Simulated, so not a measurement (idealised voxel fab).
A process module follows: voxel fin reveal.
FYI the section here is cut, 160 nm wide, cells are 5 nm squares.
Cross-section, as written here: a square-cell grid given band by band from the top down, where a band holds one or more rows of cells. First you get the band's top height and its bottom height, in nm, and then the materials it's made of, left to right, with each width in nm. If you see a single material with "all across", that one covers the band edge to edge. "air" is empty space. All heights in this document are referenced to 0, defined as the level beneath which the wafer, as received, consists entirely of one material. The lowest band is not bounded below; it extends indefinitely downward and is written in the form "from 0 down". Graded width ("30->40"): value in top row of band = first number; value in bottom row = second number; row-to-row change constant. For the purposes of this document, the phrase "changes: none" attached to a step denotes that no cell within the cross-section was modified by that step. Any empty space of 8 cells or more lacking an open way to the top shows up in "Fully closed voids" as width x height at distance, distance from the left edge, in nm. If you see something after the settings on a step's line, that's the simulator's own remark about that step. overlay nm: on a step with a mask, how far right of its planned place the mask lay; negative means left.
-- This section lists the process steps that were planned
1: RECEIVE | material Si
2: CONFORMAL_DEP | material SiN | thk nm 10
3: PATTERN | tone cover | mask id FINS | material resist | width nm 15 | pitch nm 40 | thk nm 20 | overlay nm 0
4: DIRECTIONAL_ETCH | etch materials SiN | depth nm 10
5: DIRECTIONAL_ETCH | etch materials Si | depth nm 30
6: STRIP | etch materials resist
7: OXIDIZE | depth nm 5
8: FILL_DEP | material SiO2 | thk nm 5
9: CMP | height nm 10
10: SELECTIVE_ETCH | etch materials SiO2 | depth nm 25
11: STRIP | etch materials SiN
12: CONFORMAL_DEP | material HfO2 | thk nm 5
-- Wafer as received: cross-section following step 1
	from 0 down  Si all across
	Fully closed voids: none
-- Module complete - cross-section of the first of two wafers, run according to plan
	from 5 to 0  air: 30; HfO2: 15; air: 25; HfO2: 15; air: 25; HfO2: 15; air: 35
	from 0 to -10  air: 30; HfO2: 5; Si: 5; HfO2: 5; air: 25; HfO2: 5; Si: 5; HfO2: 5; air: 25; HfO2: 5; Si: 5; HfO2: 5; air: 35
	from -10 to -15  HfO2: 35; Si: 5; HfO2: 35; Si: 5; HfO2: 35; Si: 5; HfO2: 40
	from -15 to -35  SiO2: 35; Si: 5; SiO2: 35; Si: 5; SiO2: 35; Si: 5; SiO2: 40
	from -35 down  Si all across
	Fully closed voids: none
-- Wafer two cross-section, module end. Start and plan unchanged from wafer one; one mistake made during the run
	from 0 to -15  air: 35; Si: 5; air: 35; Si: 5; air: 35; Si: 5; air: 40
	from -15 to -35  SiO2: 35; Si: 5; SiO2: 35; Si: 5; SiO2: 35; Si: 5; SiO2: 40
	from -35 down  Si all across
	Fully closed voids: none
Diagnosis: step 12 of the plan: omitted, not performed
It is noted that, at the conclusion of processing, the second wafer exhibits a higher or lower cell count for certain materials relative to the first: -50 HfO2
